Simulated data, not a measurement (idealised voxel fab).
process module | voxel air gaps
cross-section cut | 195 nm wide | cells 5 nm
A cross-section is a grid of square cells, given in bands from the top down. A band is one or more rows of cells.
Each band's line starts with the height of the band's top and of its bottom, in nm. Then come its materials from left to right, each with its width in nm. One material with "throughout" fills the band from edge to edge. "air" is empty space.
Height 0 is the level under which the wafer as received is all one material. The lowest band goes on downwards, as in "0 down".
A width such as "30 to 40" changes by the same amount from each row of cells to the next, from the band's top row to its bottom row.
"no change" after a step means that no cell of the cross-section changed.
closed voids: empty space of 8 cells or more with no open way to the top, each as width x height at its distance from the left edge, in nm
after a step's settings: what the simulator itself notes on the step
overlay nm, on a step with a mask: how far to the right of its planned place the mask lay; to the left if negative
plan
1 op RECEIVE | material Si
2 op CONFORMAL_DEP | material SiO2 | thk nm 10
3 op CONFORMAL_DEP | material SiN | thk nm 5
4 op DIRECTIONAL_DEP | material lowk | thk nm 35
5 op DIRECTIONAL_DEP | material aC | thk nm 15
6 op PATTERN | tone open | mask id LINES | material resist | width nm 15 | pitch nm 45 | thk nm 30 | overlay nm 0
7 op DIRECTIONAL_ETCH | etch materials aC | depth nm 15
8 op STRIP | etch materials resist
9 op DIRECTIONAL_ETCH | etch materials lowk | depth nm 35
10 op STRIP | etch materials aC
11 op CONFORMAL_DEP | material TiN | thk nm 5
12 op FILL_DEP | material Cu | thk nm 5
13 op CMP | height nm 50
14 op EPI | material Ru | thk nm 10
15 op SELECTIVE_ETCH | etch materials lowk | depth nm 45
16 op CONFORMAL_DEP | material SiN | thk nm 5
first wafer, as planned
as received, after step 1
  0 down: Si throughout
  closed voids: none
after step 2
  10 to 0: SiO2 throughout
  below 0: unchanged
after step 3
  15 to 10: SiN throughout
  below 10: unchanged
after step 4
  50 to 15: lowk throughout
  below 15: unchanged
after step 5
  65 to 50: aC throughout
  below 50: unchanged
after step 6
  95 to 65: resist 45 | air 15 | resist 30 | air 15 | resist 30 | air 15 | resist 45
  below 65: unchanged
after step 7
  80 to 65: resist 45 | air 15 | resist 30 | air 15 | resist 30 | air 15 | resist 45
  65 to 50: aC 45 | air 15 | aC 30 | air 15 | aC 30 | air 15 | aC 45
  below 50: unchanged
after step 8
  65 to 50: aC 45 | air 15 | aC 30 | air 15 | aC 30 | air 15 | aC 45
  below 50: unchanged
after step 9
  65 to 50: aC 45 | air 15 | aC 30 | air 15 | aC 30 | air 15 | aC 45
  50 to 15: lowk 45 | air 15 | lowk 30 | air 15 | lowk 30 | air 15 | lowk 45
  below 15: unchanged
after step 10
  50 to 15: lowk 45 | air 15 | lowk 30 | air 15 | lowk 30 | air 15 | lowk 45
  below 15: unchanged
after step 11
  55 to 50: TiN 50 | air 5 | TiN 40 | air 5 | TiN 40 | air 5 | TiN 50
  50 to 20: lowk 45 | TiN 5 | air 5 | TiN 5 | lowk 30 | TiN 5 | air 5 | TiN 5 | lowk 30 | TiN 5 | air 5 | TiN 5 | lowk 45
  20 to 15: lowk 45 | TiN 15 | lowk 30 | TiN 15 | lowk 30 | TiN 15 | lowk 45
  below 15: unchanged
after step 12
  60 to 55: Cu throughout
  55 to 50: TiN 50 | Cu 5 | TiN 40 | Cu 5 | TiN 40 | Cu 5 | TiN 50
  50 to 20: lowk 45 | TiN 5 | Cu 5 | TiN 5 | lowk 30 | TiN 5 | Cu 5 | TiN 5 | lowk 30 | TiN 5 | Cu 5 | TiN 5 | lowk 45
  below 20: unchanged
after step 13
  50 to 20: lowk 45 | TiN 5 | Cu 5 | TiN 5 | lowk 30 | TiN 5 | Cu 5 | TiN 5 | lowk 30 | TiN 5 | Cu 5 | TiN 5 | lowk 45
  below 20: unchanged
after step 14
  60 to 50: air 35 | Ru 35 | air 10 | Ru 35 | air 10 | Ru 35 | air 35
  below 50: unchanged
after step 15
  60 to 50: air 35 | Ru 35 | air 10 | Ru 35 | air 10 | Ru 35 | air 35
  50 to 20: air 45 | TiN 5 | Cu 5 | TiN 5 | air 30 | TiN 5 | Cu 5 | TiN 5 | air 30 | TiN 5 | Cu 5 | TiN 5 | air 45
  20 to 15: air 45 | TiN 15 | air 30 | TiN 15 | air 30 | TiN 15 | air 45
  below 15: unchanged
after step 16
  65 to 60: air 30 | SiN 135 | air 30
  60 to 50: air 30 | SiN 5 | Ru 35 | SiN 10 | Ru 35 | SiN 10 | Ru 35 | SiN 5 | air 30
  50 to 45: air 30 | SiN 15 | TiN 5 | Cu 5 | TiN 5 | SiN 30 | TiN 5 | Cu 5 | TiN 5 | SiN 30 | TiN 5 | Cu 5 | TiN 5 | SiN 15 | air 30
  45 to 20: air 40 | SiN 5 | TiN 5 | Cu 5 | TiN 5 | SiN 5 | air 20 | SiN 5 | TiN 5 | Cu 5 | TiN 5 | SiN 5 | air 20 | SiN 5 | TiN 5 | Cu 5 | TiN 5 | SiN 5 | air 40
  20 to 15: SiN 45 | TiN 15 | SiN 30 | TiN 15 | SiN 30 | TiN 15 | SiN 45
  below 15: unchanged
  closed voids: 20 x 25 at 65; 20 x 25 at 110
second wafer: like start, like plan, one mistake. Through step 5 it matches the first wafer
when step 6 should have ended
  95 to 65: resist 45 | air 20 | resist 25 | air 20 | resist 25 | air 20 | resist 40
  below 65: unchanged
when step 7 should have ended
  80 to 65: resist 45 | air 20 | resist 25 | air 20 | resist 25 | air 20 | resist 40
  65 to 50: aC 45 | air 20 | aC 25 | air 20 | aC 25 | air 20 | aC 40
  below 50: unchanged
when step 8 should have ended
  65 to 50: aC 45 | air 20 | aC 25 | air 20 | aC 25 | air 20 | aC 40
  below 50: unchanged
when step 9 should have ended
  65 to 50: aC 45 | air 20 | aC 25 | air 20 | aC 25 | air 20 | aC 40
  50 to 15: lowk 45 | air 20 | lowk 25 | air 20 | lowk 25 | air 20 | lowk 40
  below 15: unchanged
when step 10 should have ended
  50 to 15: lowk 45 | air 20 | lowk 25 | air 20 | lowk 25 | air 20 | lowk 40
  below 15: unchanged
when step 11 should have ended
  55 to 50: TiN 50 | air 10 | TiN 35 | air 10 | TiN 35 | air 10 | TiN 45
  50 to 20: lowk 45 | TiN 5 | air 10 | TiN 5 | lowk 25 | TiN 5 | air 10 | TiN 5 | lowk 25 | TiN 5 | air 10 | TiN 5 | lowk 40
  20 to 15: lowk 45 | TiN 20 | lowk 25 | TiN 20 | lowk 25 | TiN 20 | lowk 40
  below 15: unchanged
when step 12 should have ended
  60 to 55: Cu throughout
  55 to 50: TiN 50 | Cu 10 | TiN 35 | Cu 10 | TiN 35 | Cu 10 | TiN 45
  50 to 20: lowk 45 | TiN 5 | Cu 10 | TiN 5 | lowk 25 | TiN 5 | Cu 10 | TiN 5 | lowk 25 | TiN 5 | Cu 10 | TiN 5 | lowk 40
  below 20: unchanged
when step 13 should have ended
  50 to 20: lowk 45 | TiN 5 | Cu 10 | TiN 5 | lowk 25 | TiN 5 | Cu 10 | TiN 5 | lowk 25 | TiN 5 | Cu 10 | TiN 5 | lowk 40
  below 20: unchanged
when step 14 should have ended
  60 to 50: air 35 | Ru 40 | air 5 | Ru 40 | air 5 | Ru 40 | air 30
  below 50: unchanged
when step 15 should have ended
  60 to 50: air 35 | Ru 40 | air 5 | Ru 40 | air 5 | Ru 40 | air 30
  50 to 20: air 45 | TiN 5 | Cu 10 | TiN 5 | air 25 | TiN 5 | Cu 10 | TiN 5 | air 25 | TiN 5 | Cu 10 | TiN 5 | air 40
  20 to 15: air 45 | TiN 20 | air 25 | TiN 20 | air 25 | TiN 20 | air 40
  below 15: unchanged
when step 16 should have ended
  65 to 60: air 30 | SiN 140 | air 25
  60 to 50: air 30 | SiN 5 | Ru 40 | SiN 5 | Ru 40 | SiN 5 | Ru 40 | SiN 5 | air 25
  50 to 45: air 30 | SiN 15 | TiN 5 | Cu 10 | TiN 5 | SiN 25 | TiN 5 | Cu 10 | TiN 5 | SiN 25 | TiN 5 | Cu 10 | TiN 5 | SiN 15 | air 25
  45 to 20: air 40 | SiN 5 | TiN 5 | Cu 10 | TiN 5 | SiN 5 | air 15 | SiN 5 | TiN 5 | Cu 10 | TiN 5 | SiN 5 | air 15 | SiN 5 | TiN 5 | Cu 10 | TiN 5 | SiN 5 | air 35
  20 to 15: SiN 45 | TiN 20 | SiN 25 | TiN 20 | SiN 25 | TiN 20 | SiN 40
  below 15: unchanged
  closed voids: 15 x 25 at 70; 15 x 25 at 115
what went wrong: step 6 ran as: op PATTERN | tone open | mask id LINES | material resist | width nm 20 | pitch nm 45 | thk nm 30 | overlay nm 0
at the end the second wafer has, in cells: 18 more of Cu | 6 more of Ru | 8 fewer of SiN | 3 more of TiN
